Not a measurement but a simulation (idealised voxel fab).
The name of this process module is voxel self aligned vias.
Square cell edge 5 nm, section width 180 nm, ID cut.
A cross-section is a grid of square cells, given in bands from the top down. A band is one or more rows of cells. Quick guide to a band line: top height, bottom height (nm) up front; then every material left to right with its width in nm. Only one material and it's marked "throughout"? Then it fills the band edge to edge. And "air" just means empty space. All heights in this document are referenced to 0, defined as the level beneath which the wafer, as received, consists entirely of one material. The lowest band is not bounded below; it extends indefinitely downward and is written in the form "0 down". Width: "30 to 40" (first number = top row, second number = bottom row, same change from row to row of cells). Where a step carries "nothing changed", the cross-section came out of it unchanged, cell for cell. For the entry "Closed void table", the listed items are empty spaces with no open way to the top whose size is 8 cells or more; each item follows the pattern width x height at distance, where distance is from the left edge and all three are in nm. Step line, after settings: the simulator's comment on this step. A step's line can hold "overlay nm"; with a mask on that step, the setting says how far right of the planned place the mask lay, while a negative setting says it lay to the left.
-- This section lists the process steps that were planned
| 1 | RECEIVE,material Si |
| 2 | CONFORMAL_DEP,material SiO2,thk nm 15 |
| 3 | CONFORMAL_DEP,material SiCN,thk nm 5 |
| 4 | DIRECTIONAL_DEP,material lowk,thk nm 25 |
| 5 | DIRECTIONAL_DEP,material aC,thk nm 10 |
| 6 | PATTERN,tone open,mask id LINES,material resist,width nm 20,pitch nm 55,thk nm 25,overlay nm 0 |
| 7 | DIRECTIONAL_ETCH,etch materials aC,depth nm 10 |
| 8 | STRIP,etch materials resist |
| 9 | DIRECTIONAL_ETCH,etch materials lowk,depth nm 25 |
| 10 | STRIP,etch materials aC |
| 11 | CONFORMAL_DEP,material TiN,thk nm 5 |
| 12 | FILL_DEP,material Ru,thk nm 5 |
| 13 | CMP,height nm 45 |
| 14 | SELECTIVE_ETCH,etch materials W Ru TiN,depth nm 5 |
| 15 | FILL_DEP,material SiN,thk nm 10 |
| 16 | CMP,height nm 45 |
| 17 | DIRECTIONAL_DEP,material lowk,thk nm 15 |
| 18 | PATTERN,tone open,mask id VIAS,material resist,width nm 40,pitch nm 55,thk nm 15,overlay nm 0 |
| 19 | DIRECTIONAL_ETCH,etch materials lowk,depth nm 15 |
| 20 | DIRECTIONAL_ETCH,etch materials SiN,depth nm 5 |
| 21 | STRIP,etch materials resist |
| 22 | CONFORMAL_DEP,material TiN,thk nm 5 |
| 23 | FILL_DEP,material W,thk nm 10 |
| 24 | CMP,height nm 60 |
| 25 | CONFORMAL_DEP,material SiN,thk nm 5 |
-- As received (post step 1): cross-section
- 0 down | Si throughout
- Closed void table: none
-- Here's the cross-section of the first of our two wafers at the end of the module - it ran as planned
- 65 to 60 | SiN throughout
- 60 to 50 | lowk 15 nm | TiN 5 nm | W 30 nm | TiN 5 nm | lowk 15 nm | TiN 5 nm | W 30 nm | TiN 5 nm | lowk 15 nm | TiN 5 nm | W 30 nm | TiN 5 nm | lowk 15 nm
- 50 to 45 | lowk 15 nm | TiN 15 nm | W 10 nm | TiN 15 nm | lowk 15 nm | TiN 15 nm | W 10 nm | TiN 15 nm | lowk 15 nm | TiN 15 nm | W 10 nm | TiN 15 nm | lowk 15 nm
- 45 to 40 | lowk 25 nm | TiN 20 nm | lowk 35 nm | TiN 20 nm | lowk 35 nm | TiN 20 nm | lowk 25 nm
- 40 to 25 | lowk 25 nm | TiN 5 nm | Ru 10 nm | TiN 5 nm | lowk 35 nm | TiN 5 nm | Ru 10 nm | TiN 5 nm | lowk 35 nm | TiN 5 nm | Ru 10 nm | TiN 5 nm | lowk 25 nm
- 25 to 20 | lowk 25 nm | TiN 20 nm | lowk 35 nm | TiN 20 nm | lowk 35 nm | TiN 20 nm | lowk 25 nm
- 20 to 15 | SiCN throughout
- 15 to 0 | SiO2 throughout
- 0 down | Si throughout
- Closed void table: none
-- Module end: cross-section of wafer two of two. Same start and process plan as the first wafer. One mistake during execution
- 65 to 60 | SiN throughout
- 60 to 50 | lowk 15 nm | TiN 5 nm | W 30 nm | TiN 5 nm | lowk 15 nm | TiN 5 nm | W 30 nm | TiN 5 nm | lowk 15 nm | TiN 5 nm | W 30 nm | TiN 5 nm | lowk 15 nm
- 50 to 45 | lowk 15 nm | TiN 40 nm | lowk 15 nm | TiN 40 nm | lowk 15 nm | TiN 40 nm | lowk 15 nm
- 45 to 40 | lowk 25 nm | SiO2 5 nm | TiN 10 nm | SiO2 5 nm | lowk 35 nm | SiO2 5 nm | TiN 10 nm | SiO2 5 nm | lowk 35 nm | SiO2 5 nm | TiN 10 nm | SiO2 5 nm | lowk 25 nm
- 40 to 25 | lowk 25 nm | SiO2 5 nm | Ru 10 nm | SiO2 5 nm | lowk 35 nm | SiO2 5 nm | Ru 10 nm | SiO2 5 nm | lowk 35 nm | SiO2 5 nm | Ru 10 nm | SiO2 5 nm | lowk 25 nm
- 25 to 20 | lowk 25 nm | SiO2 20 nm | lowk 35 nm | SiO2 20 nm | lowk 35 nm | SiO2 20 nm | lowk 25 nm
- 20 to 15 | SiCN throughout
- 15 to 0 | SiO2 throughout
- 0 down | Si throughout
- Closed void table: none
What was done differently from what was planned? it should be noted that step 11 was executed with settings other than those planned, the operation and settings actually applied being CONFORMAL_DEP,material SiO2,thk nm 5
Per the end-of-run cell counts, the second wafer holds more or fewer of some materials than the first: 36 more of SiO2; 30 fewer of TiN; 6 fewer of W
